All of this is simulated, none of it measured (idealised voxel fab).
process module | voxel transistor to metal
cross-section cut | 165 nm wide | cells 5 nm
A cross-section is a grid of square cells, given in bands from the top down. A band is one or more rows of cells.
Each band's line starts with the height of the band's top and of its bottom, in nm. Then come its materials from left to right, each with its width in nm. One material with "throughout" fills the band from edge to edge. "air" is empty space.
Height 0 is the level under which the wafer as received is all one material. The lowest band goes on downwards, as in "0 down".
A width such as "30 to 40" changes by the same amount from each row of cells to the next, from the band's top row to its bottom row.
"no change" after a step means that no cell of the cross-section changed.
closed voids: empty space of 8 cells or more with no open way to the top, each as width x height at its distance from the left edge, in nm
after a step's settings: what the simulator itself notes on the step
overlay nm, on a step with a mask: how far to the right of its planned place the mask lay; to the left if negative
plan
1 op RECEIVE | material Si
2 op CONFORMAL_DEP | material SiO2 | thk nm 5
3 op CONFORMAL_DEP | material SiN | thk nm 15
4 op MASKED_ETCH | tone cover | mask id ACTIVE | width nm 105 | etch materials SiN | depth nm 15 | overlay nm 0
5 op MASKED_ETCH | tone cover | mask id ACTIVE | width nm 105 | etch materials SiO2 | depth nm 5 | overlay nm 0
6 op MASKED_ETCH | tone cover | mask id ACTIVE | width nm 105 | etch materials Si | depth nm 25 | overlay nm 0
7 op FILL_DEP | material SiO2 | thk nm 15
8 op CMP | height nm 20
9 op SELECTIVE_ETCH | etch materials SiO2 | depth nm 10
10 op STRIP | etch materials SiN
11 op SELECTIVE_ETCH | etch materials SiO2 | depth nm 5
12 op OXIDIZE | depth nm 5
13 op DIRECTIONAL_DEP | material polySi | thk nm 20
14 op DIRECTIONAL_DEP | material SiCN | thk nm 15
15 op DIRECTIONAL_DEP | material aC | thk nm 10
16 op PATTERN | tone cover | mask id GATE | material resist | width nm 35 | thk nm 25 | overlay nm 0
17 op DIRECTIONAL_ETCH | etch materials aC | depth nm 10
18 op STRIP | etch materials resist
19 op DIRECTIONAL_ETCH | etch materials SiCN | depth nm 25
20 op DIRECTIONAL_ETCH | etch materials polySi | depth nm 30
21 op STRIP | etch materials aC
22 op CONFORMAL_DEP | material SiO2 | thk nm 5
23 op DIRECTIONAL_ETCH | etch materials SiO2 | depth nm 5
24 op CONFORMAL_DEP | material SiN | thk nm 10
25 op DIRECTIONAL_ETCH | etch materials SiN | depth nm 10
26 op DIRECTIONAL_ETCH | etch materials SiO2 | depth nm 5
27 op DIRECTIONAL_ETCH | etch materials Si | depth nm 5
28 op EPI | material nSi | thk nm 10
29 op FILL_DEP | material SiO2 | thk nm 10
30 op CMP | height nm 20
31 op STRIP | etch materials polySi
32 op SELECTIVE_ETCH | etch materials SiO2 | depth nm 5
33 op CONFORMAL_DEP | material HfO2 | thk nm 5
34 op CONFORMAL_DEP | material TiN | thk nm 5
35 op FILL_DEP | material W | thk nm 10
36 op CMP | height nm 15
37 op DIRECTIONAL_DEP | material SiO2 | thk nm 10
38 op MASKED_ETCH | tone open | mask id CONTACT | width nm 15 | pitch nm 80 | etch materials SiO2 | depth nm 20 | overlay nm 0
39 op CONFORMAL_DEP | material TiN | thk nm 5
40 op FILL_DEP | material W | thk nm 5
41 op CMP | height nm 25
42 op CONFORMAL_DEP | material SiCN | thk nm 5
43 op DIRECTIONAL_DEP | material SiO2 | thk nm 20
44 op DIRECTIONAL_DEP | material aC | thk nm 10
45 op PATTERN | tone open | mask id METAL_1 | material resist | width nm 15 | pitch nm 80 | thk nm 25 | overlay nm 0
46 op DIRECTIONAL_ETCH | etch materials aC | depth nm 10
47 op STRIP | etch materials resist
48 op DIRECTIONAL_ETCH | etch materials SiO2 | depth nm 20
49 op DIRECTIONAL_ETCH | etch materials SiCN | depth nm 5
50 op STRIP | etch materials aC
51 op CONFORMAL_DEP | material TiN | thk nm 5
52 op FILL_DEP | material Cu | thk nm 10
53 op CMP | height nm 50
54 op CONFORMAL_DEP | material SiCN | thk nm 5
55 op DIRECTIONAL_DEP | material lowk | thk nm 25
56 op MASKED_ETCH | tone open | mask id METAL_2 | width nm 15 | pitch nm 80 | etch materials lowk | depth nm 15 | overlay nm 0
57 op MASKED_ETCH | tone open | mask id METAL_2_HOLES | width nm 15 | pitch nm 80 | etch materials lowk | depth nm 10 | overlay nm 0
58 op MASKED_ETCH | tone open | mask id METAL_2_HOLES | width nm 15 | pitch nm 80 | etch materials SiCN | depth nm 5 | overlay nm 0
59 op CONFORMAL_DEP | material TiN | thk nm 5
60 op FILL_DEP | material Ru | thk nm 5
61 op CMP | height nm 80
62 op CONFORMAL_DEP | material SiCN | thk nm 5
first wafer, as planned
as received, after step 1
  0 down: Si throughout
  closed voids: none
after step 2
  5 to 0: SiO2 throughout
  below 0: unchanged
after step 3
  20 to 5: SiN throughout
  below 5: unchanged
after step 4
  20 to 5: air 30 | SiN 105 | air 30
  below 5: unchanged
after step 5
  20 to 5: air 30 | SiN 105 | air 30
  5 to 0: air 30 | SiO2 105 | air 30
  below 0: unchanged
after step 6
  20 to 5: air 30 | SiN 105 | air 30
  5 to 0: air 30 | SiO2 105 | air 30
  0 to -25: air 30 | Si 105 | air 30
  below -25: unchanged
after step 7
  35 to 20: SiO2 throughout
  20 to 5: SiO2 30 | SiN 105 | SiO2 30
  5 to 0: SiO2 throughout
  0 to -25: SiO2 30 | Si 105 | SiO2 30
  below -25: unchanged
after step 8
  20 to 5: SiO2 30 | SiN 105 | SiO2 30
  below 5: unchanged
after step 9
  20 to 10: air 30 | SiN 105 | air 30
  below 10: unchanged
after step 10
  10 to 5: SiO2 30 | air 105 | SiO2 30
  below 5: unchanged
after step 11
  5 to 0: SiO2 25 | air 115 | SiO2 25
  below 0: unchanged
after step 12
  5 to 0: SiO2 25 | air 115 | SiO2 25
  0 to -5: SiO2 throughout
  below -5: unchanged
after step 13
  25 to 20: polySi 25 | air 115 | polySi 25
  20 to 5: polySi throughout
  5 to 0: SiO2 25 | polySi 115 | SiO2 25
  below 0: unchanged
after step 14
  40 to 35: SiCN 25 | air 115 | SiCN 25
  35 to 25: SiCN throughout
  25 to 20: polySi 25 | SiCN 115 | polySi 25
  below 20: unchanged
after step 15
  50 to 45: aC 25 | air 115 | aC 25
  45 to 40: aC throughout
  40 to 35: SiCN 25 | aC 115 | SiCN 25
  below 35: unchanged
after step 16
  75 to 50: air 65 | resist 35 | air 65
  50 to 45: aC 25 | air 40 | resist 35 | air 40 | aC 25
  below 45: unchanged
after step 17
  65 to 45: air 65 | resist 35 | air 65
  45 to 40: air 65 | aC 35 | air 65
  40 to 35: SiCN 25 | air 40 | aC 35 | air 40 | SiCN 25
  below 35: unchanged
after step 18
  45 to 40: air 65 | aC 35 | air 65
  below 40: unchanged
after step 19
  45 to 35: air 65 | aC 35 | air 65
  35 to 25: air 65 | SiCN 35 | air 65
  25 to 20: polySi 25 | air 40 | SiCN 35 | air 40 | polySi 25
  below 20: unchanged
after step 20
  45 to 35: air 65 | aC 35 | air 65
  35 to 20: air 65 | SiCN 35 | air 65
  20 to 5: air 65 | polySi 35 | air 65
  5 to 0: SiO2 25 | air 40 | polySi 35 | air 40 | SiO2 25
  below 0: unchanged
after step 21
  35 to 20: air 65 | SiCN 35 | air 65
  below 20: unchanged
after step 22
  40 to 35: air 60 | SiO2 45 | air 60
  35 to 20: air 60 | SiO2 5 | SiCN 35 | SiO2 5 | air 60
  20 to 10: air 60 | SiO2 5 | polySi 35 | SiO2 5 | air 60
  10 to 5: SiO2 30 | air 30 | SiO2 5 | polySi 35 | SiO2 5 | air 30 | SiO2 30
  5 to 0: SiO2 65 | polySi 35 | SiO2 65
  below 0: unchanged
after step 23
  35 to 20: air 60 | SiO2 5 | SiCN 35 | SiO2 5 | air 60
  20 to 5: air 60 | SiO2 5 | polySi 35 | SiO2 5 | air 60
  5 to 0: SiO2 30 | air 30 | SiO2 5 | polySi 35 | SiO2 5 | air 30 | SiO2 30
  below 0: unchanged
after step 24
  45 to 35: air 50 | SiN 65 | air 50
  35 to 20: air 50 | SiN 10 | SiO2 5 | SiCN 35 | SiO2 5 | SiN 10 | air 50
  20 to 15: air 50 | SiN 10 | SiO2 5 | polySi 35 | SiO2 5 | SiN 10 | air 50
  15 to 10: SiN 40 | air 10 | SiN 10 | SiO2 5 | polySi 35 | SiO2 5 | SiN 10 | air 10 | SiN 40
  10 to 5: SiN 60 | SiO2 5 | polySi 35 | SiO2 5 | SiN 60
  5 to 0: SiO2 30 | SiN 30 | SiO2 5 | polySi 35 | SiO2 5 | SiN 30 | SiO2 30
  below 0: unchanged
after step 25
  35 to 20: air 50 | SiN 10 | SiO2 5 | SiCN 35 | SiO2 5 | SiN 10 | air 50
  20 to 5: air 50 | SiN 10 | SiO2 5 | polySi 35 | SiO2 5 | SiN 10 | air 50
  5 to 0: SiO2 30 | SiN 10 | air 10 | SiN 10 | SiO2 5 | polySi 35 | SiO2 5 | SiN 10 | air 10 | SiN 10 | SiO2 30
  below 0: unchanged
after step 26
  35 to 30: air 50 | SiN 10 | air 5 | SiCN 35 | air 5 | SiN 10 | air 50
  30 to 20: air 50 | SiN 10 | SiO2 5 | SiCN 35 | SiO2 5 | SiN 10 | air 50
  20 to 5: air 50 | SiN 10 | SiO2 5 | polySi 35 | SiO2 5 | SiN 10 | air 50
  5 to 0: air 30 | SiN 10 | air 10 | SiN 10 | SiO2 5 | polySi 35 | SiO2 5 | SiN 10 | air 10 | SiN 10 | air 30
  0 to -5: SiO2 40 | air 10 | SiO2 65 | air 10 | SiO2 40
  below -5: unchanged
after step 27
  35 to 30: air 50 | SiN 10 | air 5 | SiCN 35 | air 5 | SiN 10 | air 50
  30 to 20: air 50 | SiN 10 | SiO2 5 | SiCN 35 | SiO2 5 | SiN 10 | air 50
  20 to 5: air 50 | SiN 10 | SiO2 5 | polySi 35 | SiO2 5 | SiN 10 | air 50
  5 to 0: air 30 | SiN 10 | air 10 | SiN 10 | SiO2 5 | polySi 35 | SiO2 5 | SiN 10 | air 10 | SiN 10 | air 30
  0 to -5: SiO2 40 | air 10 | SiO2 65 | air 10 | SiO2 40
  -5 to -10: SiO2 30 | Si 10 | air 10 | Si 65 | air 10 | Si 10 | SiO2 30
  below -10: unchanged
after step 28
  35 to 30: air 50 | SiN 10 | air 5 | SiCN 35 | air 5 | SiN 10 | air 50
  30 to 20: air 50 | SiN 10 | SiO2 5 | SiCN 35 | SiO2 5 | SiN 10 | air 50
  20 to 5: air 50 | SiN 10 | SiO2 5 | polySi 35 | SiO2 5 | SiN 10 | air 50
  5 to 0: air 30 | SiN 10 | nSi 10 | SiN 10 | SiO2 5 | polySi 35 | SiO2 5 | SiN 10 | nSi 10 | SiN 10 | air 30
  0 to -5: SiO2 40 | nSi 10 | SiO2 65 | nSi 10 | SiO2 40
  -5 to -10: SiO2 30 | Si 10 | nSi 10 | Si 65 | nSi 10 | Si 10 | SiO2 30
  below -10: unchanged
after step 29
  45 to 35: SiO2 throughout
  35 to 20: SiO2 50 | SiN 10 | SiO2 5 | SiCN 35 | SiO2 5 | SiN 10 | SiO2 50
  20 to 5: SiO2 50 | SiN 10 | SiO2 5 | polySi 35 | SiO2 5 | SiN 10 | SiO2 50
  5 to 0: SiO2 30 | SiN 10 | nSi 10 | SiN 10 | SiO2 5 | polySi 35 | SiO2 5 | SiN 10 | nSi 10 | SiN 10 | SiO2 30
  below 0: unchanged
after step 30
  20 to 5: SiO2 50 | SiN 10 | SiO2 5 | polySi 35 | SiO2 5 | SiN 10 | SiO2 50
  below 5: unchanged
after step 31
  20 to 5: SiO2 50 | SiN 10 | SiO2 5 | air 35 | SiO2 5 | SiN 10 | SiO2 50
  5 to 0: SiO2 30 | SiN 10 | nSi 10 | SiN 10 | SiO2 5 | air 35 | SiO2 5 | SiN 10 | nSi 10 | SiN 10 | SiO2 30
  below 0: unchanged
after step 32
  20 to 15: air 50 | SiN 10 | air 45 | SiN 10 | air 50
  15 to 5: SiO2 50 | SiN 10 | air 45 | SiN 10 | SiO2 50
  5 to 0: SiO2 30 | SiN 10 | nSi 10 | SiN 10 | air 45 | SiN 10 | nSi 10 | SiN 10 | SiO2 30
  0 to -5: SiO2 40 | nSi 10 | SiO2 10 | air 45 | SiO2 10 | nSi 10 | SiO2 40
  below -5: unchanged
after step 33
  25 to 20: air 45 | HfO2 20 | air 35 | HfO2 20 | air 45
  20 to 15: HfO2 50 | SiN 10 | HfO2 5 | air 35 | HfO2 5 | SiN 10 | HfO2 50
  15 to 5: SiO2 50 | SiN 10 | HfO2 5 | air 35 | HfO2 5 | SiN 10 | SiO2 50
  5 to 0: SiO2 30 | SiN 10 | nSi 10 | SiN 10 | HfO2 5 | air 35 | HfO2 5 | SiN 10 | nSi 10 | SiN 10 | SiO2 30
  0 to -5: SiO2 40 | nSi 10 | SiO2 10 | HfO2 45 | SiO2 10 | nSi 10 | SiO2 40
  below -5: unchanged
after step 34
  30 to 25: air 40 | TiN 30 | air 25 | TiN 30 | air 40
  25 to 20: TiN 45 | HfO2 20 | TiN 5 | air 25 | TiN 5 | HfO2 20 | TiN 45
  20 to 15: HfO2 50 | SiN 10 | HfO2 5 | TiN 5 | air 25 | TiN 5 | HfO2 5 | SiN 10 | HfO2 50
  15 to 5: SiO2 50 | SiN 10 | HfO2 5 | TiN 5 | air 25 | TiN 5 | HfO2 5 | SiN 10 | SiO2 50
  5 to 0: SiO2 30 | SiN 10 | nSi 10 | SiN 10 | HfO2 5 | TiN 35 | HfO2 5 | SiN 10 | nSi 10 | SiN 10 | SiO2 30
  below 0: unchanged
after step 35
  40 to 30: W throughout
  30 to 25: W 40 | TiN 30 | W 25 | TiN 30 | W 40
  25 to 20: TiN 45 | HfO2 20 | TiN 5 | W 25 | TiN 5 | HfO2 20 | TiN 45
  20 to 15: HfO2 50 | SiN 10 | HfO2 5 | TiN 5 | W 25 | TiN 5 | HfO2 5 | SiN 10 | HfO2 50
  15 to 5: SiO2 50 | SiN 10 | HfO2 5 | TiN 5 | W 25 | TiN 5 | HfO2 5 | SiN 10 | SiO2 50
  below 5: unchanged
after step 36
  15 to 5: SiO2 50 | SiN 10 | HfO2 5 | TiN 5 | W 25 | TiN 5 | HfO2 5 | SiN 10 | SiO2 50
  below 5: unchanged
after step 37
  25 to 15: SiO2 throughout
  below 15: unchanged
after step 38
  25 to 15: SiO2 35 | air 15 | SiO2 65 | air 15 | SiO2 35
  15 to 5: SiO2 35 | air 15 | SiN 10 | HfO2 5 | TiN 5 | W 25 | TiN 5 | HfO2 5 | SiN 10 | air 15 | SiO2 35
  below 5: unchanged
after step 39
  30 to 25: TiN 40 | air 5 | TiN 75 | air 5 | TiN 40
  25 to 15: SiO2 35 | TiN 5 | air 5 | TiN 5 | SiO2 65 | TiN 5 | air 5 | TiN 5 | SiO2 35
  15 to 10: SiO2 35 | TiN 5 | air 5 | TiN 5 | SiN 10 | HfO2 5 | TiN 5 | W 25 | TiN 5 | HfO2 5 | SiN 10 | TiN 5 | air 5 | TiN 5 | SiO2 35
  10 to 5: SiO2 35 | TiN 15 | SiN 10 | HfO2 5 | TiN 5 | W 25 | TiN 5 | HfO2 5 | SiN 10 | TiN 15 | SiO2 35
  below 5: unchanged
after step 40
  35 to 30: W throughout
  30 to 25: TiN 40 | W 5 | TiN 75 | W 5 | TiN 40
  25 to 15: SiO2 35 | TiN 5 | W 5 | TiN 5 | SiO2 65 | TiN 5 | W 5 | TiN 5 | SiO2 35
  15 to 10: SiO2 35 | TiN 5 | W 5 | TiN 5 | SiN 10 | HfO2 5 | TiN 5 | W 25 | TiN 5 | HfO2 5 | SiN 10 | TiN 5 | W 5 | TiN 5 | SiO2 35
  below 10: unchanged
after step 41
  25 to 15: SiO2 35 | TiN 5 | W 5 | TiN 5 | SiO2 65 | TiN 5 | W 5 | TiN 5 | SiO2 35
  below 15: unchanged
after step 42
  30 to 25: SiCN throughout
  below 25: unchanged
after step 43
  50 to 30: SiO2 throughout
  below 30: unchanged
after step 44
  60 to 50: aC throughout
  below 50: unchanged
after step 45
  85 to 60: resist 35 | air 15 | resist 65 | air 15 | resist 35
  below 60: unchanged
after step 46
  75 to 60: resist 35 | air 15 | resist 65 | air 15 | resist 35
  60 to 50: aC 35 | air 15 | aC 65 | air 15 | aC 35
  below 50: unchanged
after step 47
  60 to 50: aC 35 | air 15 | aC 65 | air 15 | aC 35
  below 50: unchanged
after step 48
  60 to 50: aC 35 | air 15 | aC 65 | air 15 | aC 35
  50 to 30: SiO2 35 | air 15 | SiO2 65 | air 15 | SiO2 35
  below 30: unchanged
after step 49
  60 to 50: aC 35 | air 15 | aC 65 | air 15 | aC 35
  50 to 30: SiO2 35 | air 15 | SiO2 65 | air 15 | SiO2 35
  30 to 25: SiCN 35 | air 15 | SiCN 65 | air 15 | SiCN 35
  below 25: unchanged
after step 50
  50 to 30: SiO2 35 | air 15 | SiO2 65 | air 15 | SiO2 35
  below 30: unchanged
after step 51
  55 to 50: TiN 40 | air 5 | TiN 75 | air 5 | TiN 40
  50 to 30: SiO2 35 | TiN 5 | air 5 | TiN 5 | SiO2 65 | TiN 5 | air 5 | TiN 5 | SiO2 35
  30 to 25: SiCN 35 | TiN 15 | SiCN 65 | TiN 15 | SiCN 35
  below 25: unchanged
after step 52
  65 to 55: Cu throughout
  55 to 50: TiN 40 | Cu 5 | TiN 75 | Cu 5 | TiN 40
  50 to 30: SiO2 35 | TiN 5 | Cu 5 | TiN 5 | SiO2 65 | TiN 5 | Cu 5 | TiN 5 | SiO2 35
  below 30: unchanged
after step 53
  50 to 30: SiO2 35 | TiN 5 | Cu 5 | TiN 5 | SiO2 65 | TiN 5 | Cu 5 | TiN 5 | SiO2 35
  below 30: unchanged
after step 54
  55 to 50: SiCN throughout
  below 50: unchanged
after step 55
  80 to 55: lowk throughout
  below 55: unchanged
after step 56
  80 to 65: lowk 35 | air 15 | lowk 65 | air 15 | lowk 35
  below 65: unchanged
after step 57
  80 to 55: lowk 35 | air 15 | lowk 65 | air 15 | lowk 35
  below 55: unchanged
after step 58
  80 to 55: lowk 35 | air 15 | lowk 65 | air 15 | lowk 35
  55 to 50: SiCN 35 | air 15 | SiCN 65 | air 15 | SiCN 35
  below 50: unchanged
after step 59
  85 to 80: TiN 40 | air 5 | TiN 75 | air 5 | TiN 40
  80 to 55: lowk 35 | TiN 5 | air 5 | TiN 5 | lowk 65 | TiN 5 | air 5 | TiN 5 | lowk 35
  55 to 50: SiCN 35 | TiN 15 | SiCN 65 | TiN 15 | SiCN 35
  below 50: unchanged
after step 60
  90 to 85: Ru throughout
  85 to 80: TiN 40 | Ru 5 | TiN 75 | Ru 5 | TiN 40
  80 to 55: lowk 35 | TiN 5 | Ru 5 | TiN 5 | lowk 65 | TiN 5 | Ru 5 | TiN 5 | lowk 35
  below 55: unchanged
after step 61
  80 to 55: lowk 35 | TiN 5 | Ru 5 | TiN 5 | lowk 65 | TiN 5 | Ru 5 | TiN 5 | lowk 35
  below 55: unchanged
after step 62
  85 to 80: SiCN throughout
  below 80: unchanged
second wafer: like start, like plan, one mistake. Through step 54 it matches the first wafer
when step 55 should have ended
  105 to 55: lowk throughout
  below 55: unchanged
when step 56 should have ended
  105 to 90: lowk 35 | air 15 | lowk 65 | air 15 | lowk 35
  below 90: unchanged
when step 57 should have ended
  105 to 80: lowk 35 | air 15 | lowk 65 | air 15 | lowk 35
  below 80: unchanged
when step 58 should have ended: no change
when step 59 should have ended
  110 to 105: TiN 40 | air 5 | TiN 75 | air 5 | TiN 40
  105 to 85: lowk 35 | TiN 5 | air 5 | TiN 5 | lowk 65 | TiN 5 | air 5 | TiN 5 | lowk 35
  85 to 80: lowk 35 | TiN 15 | lowk 65 | TiN 15 | lowk 35
  below 80: unchanged
when step 60 should have ended
  115 to 110: Ru throughout
  110 to 105: TiN 40 | Ru 5 | TiN 75 | Ru 5 | TiN 40
  105 to 85: lowk 35 | TiN 5 | Ru 5 | TiN 5 | lowk 65 | TiN 5 | Ru 5 | TiN 5 | lowk 35
  below 85: unchanged
when step 61 should have ended
  80 to 55: lowk throughout
  below 55: unchanged
when step 62 should have ended
  85 to 80: SiCN throughout
  below 80: unchanged
what went wrong: step 55 was run twice
at the end the second wafer has, in cells: 10 fewer of Ru | 6 more of SiCN | 26 fewer of TiN | 30 more of lowk
